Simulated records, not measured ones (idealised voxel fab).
Process module heading - voxel plated lines
It is cross-section cut that appears here, measuring 185 nm in width, its square cells being 5 nm in size.
Format of a cross-section: grid, square cells. Given as bands. Order: top down. Band: one or more rows of cells.
Top height, bottom height, nm. Materials left to right, width each, nm. Single material + "all across" = fills band edge to edge. "empty" = empty.
Height reference: 0 = level under which incoming wafer is all one material. Lowest band: no bottom, runs on downward, e.g. "from 0 down".
It should be noted that a width expressed as "30..40" varies in equal increments from row to row of cells within the band, taking the value of the first number at the top row and that of the second number at the bottom row.
Key: "stayed the same" - step with no changed cell in the cross-section.
Under "Enclosed voids" you'll find the enclosed gaps, the ones with no way out to the top, that are 8 cells or bigger; each reads width x height at distance, with distance counted from the left edge, everything in nm.
Heads up: the bit after the settings on a step's line is the simulator's remark on that step.
A step's line can hold "overlay nm"; with a mask on that step, the setting says how far right of the planned place the mask lay, while a negative setting says it lay to the left.
SO HERE'S THE LINEUP OF PROCESS STEPS WE PLANNED
step 1: RECEIVE | material Si
step 2: CONFORMAL_DEP | material Al2O3 | thk nm 15
step 3: DIRECTIONAL_DEP | material TiN | thk nm 5
step 4: PATTERN | tone open | mask id LINES | material resist | width nm 20 | pitch nm 35 | thk nm 15 | overlay nm 0
step 5: EPI | material Ru | thk nm 5
step 6: STRIP | etch materials resist
step 7: DIRECTIONAL_ETCH | etch materials TiN | depth nm 5
step 8: CONFORMAL_DEP | material SiO2 | thk nm 5
FIRST OF TWO WAFERS, PROCESSED ACCORDING TO PLAN
CROSS-SECTION OF THE WAFER AT RECEIPT, WHICH IS THE CONDITION AFTER STEP 1
	from 0 down  Si all across
	Enclosed voids: none
CROSS-SECTION: WAFER STATE AFTER STEP 2
	from 15 to 0  Al2O3 all across
	At heights below 0, the structure remains unaltered.
CROSS-SECTION: WAFER STATE AFTER STEP 3
	from 20 to 15  TiN all across
	At heights below 15, the structure remains unaltered.
CROSS-SECTION: WAFER STATE AFTER STEP 4
	from 35 to 20  resist (45), then empty (20), then resist (15), then empty (20), then resist (15), then empty (20), then resist (50)
	At heights below 20, the structure remains unaltered.
CROSS-SECTION: WAFER STATE AFTER STEP 5
	from 35 to 25  resist (45), then empty (20), then resist (15), then empty (20), then resist (15), then empty (20), then resist (50)
	from 25 to 20  resist (45), then Ru (20), then resist (15), then Ru (20), then resist (15), then Ru (20), then resist (50)
	At heights below 20, the structure remains unaltered.
CROSS-SECTION: WAFER STATE AFTER STEP 6
	from 25 to 20  empty (45), then Ru (20), then empty (15), then Ru (20), then empty (15), then Ru (20), then empty (50)
	At heights below 20, the structure remains unaltered.
CROSS-SECTION: WAFER STATE AFTER STEP 7
	from 25 to 20  empty (45), then Ru (20), then empty (15), then Ru (20), then empty (15), then Ru (20), then empty (50)
	from 20 to 15  empty (45), then TiN (20), then empty (15), then TiN (20), then empty (15), then TiN (20), then empty (50)
	At heights below 15, the structure remains unaltered.
CROSS-SECTION: WAFER STATE AFTER STEP 8
	from 30 to 25  empty (40), then SiO2 (30), then empty (5), then SiO2 (30), then empty (5), then SiO2 (30), then empty (45)
	from 25 to 20  empty (40), then SiO2 (5), then Ru (20), then SiO2 (5), then empty (5), then SiO2 (5), then Ru (20), then SiO2 (5), then empty (5), then SiO2 (5), then Ru (20), then SiO2 (5), then empty (45)
	from 20 to 15  SiO2 (45), then TiN (20), then SiO2 (15), then TiN (20), then SiO2 (15), then TiN (20), then SiO2 (50)
	At heights below 15, the structure remains unaltered.
COMPANION WAFER, THE SECOND OF TWO: SAME BEGINNING, SAME INTENDED SEQUENCE, ONE MISTAKE IN CARRYING IT OUT; THROUGH STEP 7 INCLUSIVE IT TRACKS THE FIRST EXACTLY
Second wafer: cross-section at the scheduled end of step 8: stayed the same
Want to know what went wrong? the run left out plan step 8 entirely, so it was never executed
Count the cells at the end and the second wafer has more or fewer of some materials than the first: 49 fewer of SiO2
